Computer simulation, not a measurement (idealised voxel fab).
The document below concerns the process module designated voxel self aligned contacts.
Displayed cross-section: cut, width of 250 nm, square cells sized 5 nm.
How to read a cross-section here: the picture is a grid of square cells, written as bands going from the top down, and any band can span one or more rows of cells. It is stipulated that each band's entry specify, in nanometres, the height of the top of the band and then that of its bottom, followed by the materials of the band in left-to-right sequence, each together with its width in nanometres. A single material marked by the word "edge to edge" is understood to fill the band from edge to edge; the word "empty" is understood to denote empty space. All heights in this document are referenced to 0, defined as the level beneath which the wafer, as received, consists entirely of one material. The lowest band is not bounded below; it extends indefinitely downward and is written in the form "0..down". A width given as "30 to 40" starts at the first number in the band's top row and ends at the second number in its bottom row, shifting by an equal amount at every step from row to row. Reading "left unchanged" for a step: not a cell of the cross-section changed in it. What "Voids lacking openings" gives you is every empty space of 8 cells or more that is cut off from the top. Each appears as width x height at distance, with the distance taken from the left edge and width, height and distance all in nm. Formally, on a step line, whatever follows the settings is a remark that the simulator itself makes on the step. overlay nm: for a step with a mask, the amount by which the mask lay right of where it was planned; a negative amount means left of it.

**So here's the lineup of process steps we planned**
1) RECEIVE: material Si
2) OXIDIZE: depth nm 5
3) DIRECTIONAL_DEP: material polySi, thk nm 25
4) DIRECTIONAL_DEP: material SiN, thk nm 25
5) DIRECTIONAL_DEP: material aC, thk nm 15
6) PATTERN: tone cover, mask id GATE, material resist, width nm 35, pitch nm 75, thk nm 35, overlay nm 0
7) DIRECTIONAL_ETCH: etch materials aC, depth nm 15
8) STRIP: etch materials resist
9) DIRECTIONAL_ETCH: etch materials SiN, depth nm 25
10) DIRECTIONAL_ETCH: etch materials polySi, depth nm 25
11) STRIP: etch materials aC
12) CONFORMAL_DEP: material SiN, thk nm 10
13) DIRECTIONAL_ETCH: etch materials SiN, depth nm 10
14) FILL_DEP: material SiO2, thk nm 15
15) CMP: height nm 55
16) MASKED_ETCH: tone open, mask id CONTACT, width nm 60, etch materials SiO2, depth nm 60, overlay nm 0
17) CONFORMAL_DEP: material TiN, thk nm 5
18) FILL_DEP: material Ru, thk nm 5
19) CMP: height nm 55
20) CONFORMAL_DEP: material SiN, thk nm 5

**Cross-section of the wafer upon arrival, representing the state reached after step 1**
- 0..down = Si edge to edge
- Voids lacking openings: none

**First of two wafers: cross-section at end of module, run per plan**
- 60..55 = SiN edge to edge
- 55..50 = SiO2 (95); TiN (25); Ru (10); TiN (25); SiO2 (95)
- 50..25 = SiO2 (60); SiN (55); TiN (5); Ru (10); TiN (5); SiN (55); SiO2 (60)
- 25..0 = SiO2 (60); SiN (10); polySi (35); SiN (10); TiN (5); Ru (10); TiN (5); SiN (10); polySi (35); SiN (10); SiO2 (60)
- 0..-5 = SiO2 (115); TiN (20); SiO2 (115)
- -5..down = Si edge to edge
- Voids lacking openings: none

**Second wafer through the module, sectioned at the end: same beginning and same plan as the first wafer, with one mistake in carrying it out**
- 60..55 = SiN edge to edge
- 55..45 = SiO2 (95); TiN (5 to 20); Ru (50 to 20); TiN (5 to 20); SiO2 (95)
- 45..25 = SiO2 (65); SiN (45); TiN (5); Ru (20); TiN (5); SiN (45); SiO2 (65)
- 25..0 = SiO2 (65); SiN (5); polySi (35); SiN (5); TiN (5); Ru (20); TiN (5); SiN (5); polySi (35); SiN (5); SiO2 (65)
- 0..-5 = SiO2 (110); TiN (30); SiO2 (110)
- -5..down = Si edge to edge
- Voids lacking openings: none
The mistake made against the process plan was this: step 12 ran as: CONFORMAL_DEP: material SiN, thk nm 5
The final cell counts differ between the wafers, with the second having more or fewer of some materials than the first: 28 more of Ru, 58 fewer of SiN, 30 more of SiO2
